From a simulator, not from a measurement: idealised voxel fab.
Process module heading - voxel fin reveal
Square cells of 5 nm make up the cross-section cut, whose width is 190 nm.
Cross-sections here: square-cell grids, written as top-down lists of bands, a band being one or more rows of cells.
This entry defines a band. It first specifies the height of the band's top and the height of its bottom in nm, and then specifies the band's materials from left to right, stating each material with its width in nm. The word "full width" identifies a single material that fills the band from edge to edge, while the word "empty" identifies empty space.
For the purposes of this specification, 0 denotes the height below which the wafer in its as-received condition is composed wholly of one material, and the lowermost band, lacking a lower limit, extends downward without end, as expressed in "0 -> down".
Quick explanation for "30..40": the width changes in equal steps down the rows of cells, from the first number in the band's top row to the second number in its bottom row.
You'll sometimes find "no modification" written for a step, and that's the way of saying that nowhere in the cross-section did a cell change during that step.
The list in "Encapsulated voids" covers empty spaces of 8 cells or more that cannot reach the top through any open way, and it gives each as width x height at distance; the distance is from the left edge, and width, height and distance are in nm.
Past the settings on a step's line: simulator remark, on that step.
What "overlay nm" on a step's line means: if the step has a mask, that mask lay this far to the right of its planned place, or, when the value is negative, to the left.

# Process steps (planned)
1,RECEIVE (material Si)
2,CONFORMAL_DEP (material SiN; thk nm 10)
3,DIRECTIONAL_DEP (material aC; thk nm 10)
4,PATTERN (tone cover; mask id FINS; material resist; width nm 15; pitch nm 40; thk nm 25; overlay nm 0)
5,DIRECTIONAL_ETCH (etch materials aC; depth nm 10)
6,STRIP (etch materials resist)
7,DIRECTIONAL_ETCH (etch materials SiN; depth nm 10)
8,DIRECTIONAL_ETCH (etch materials Si; depth nm 30)
9,STRIP (etch materials aC)
10,FILL_DEP (material SiO2; thk nm 10)
11,CMP (height nm 10)
12,SELECTIVE_ETCH (etch materials SiO2; depth nm 20)
13,STRIP (etch materials SiN)
14,CONFORMAL_DEP (material SiO2; thk nm 5)

# Incoming wafer in cross-section (state: after step 1)
    0 -> down | Si full width
    Encapsulated voids: none

# Wafer at module end, in section. Began as above, planned as above, run with one mistake
    5 -> 0 | 60 of empty  25 of SiO2  15 of empty  25 of SiO2  65 of empty
    0 -> -5 | 60 of empty  5 of SiO2  15 of Si  5 of SiO2  15 of empty  5 of SiO2  15 of Si  5 of SiO2  65 of empty
    -5 -> -15 | 50 of SiO2  10 of empty  5 of SiO2  15 of Si  5 of SiO2  15 of empty  5 of SiO2  15 of Si  5 of SiO2  10 of empty  55 of SiO2
    -15 -> -30 | 65 of SiO2  15 of Si  25 of SiO2  15 of Si  70 of SiO2
    -30 -> down | Si full width
    Encapsulated voids: none
Deviation noted in wafer processing: step 12 ran in the slot meant for step 13, and vice versa
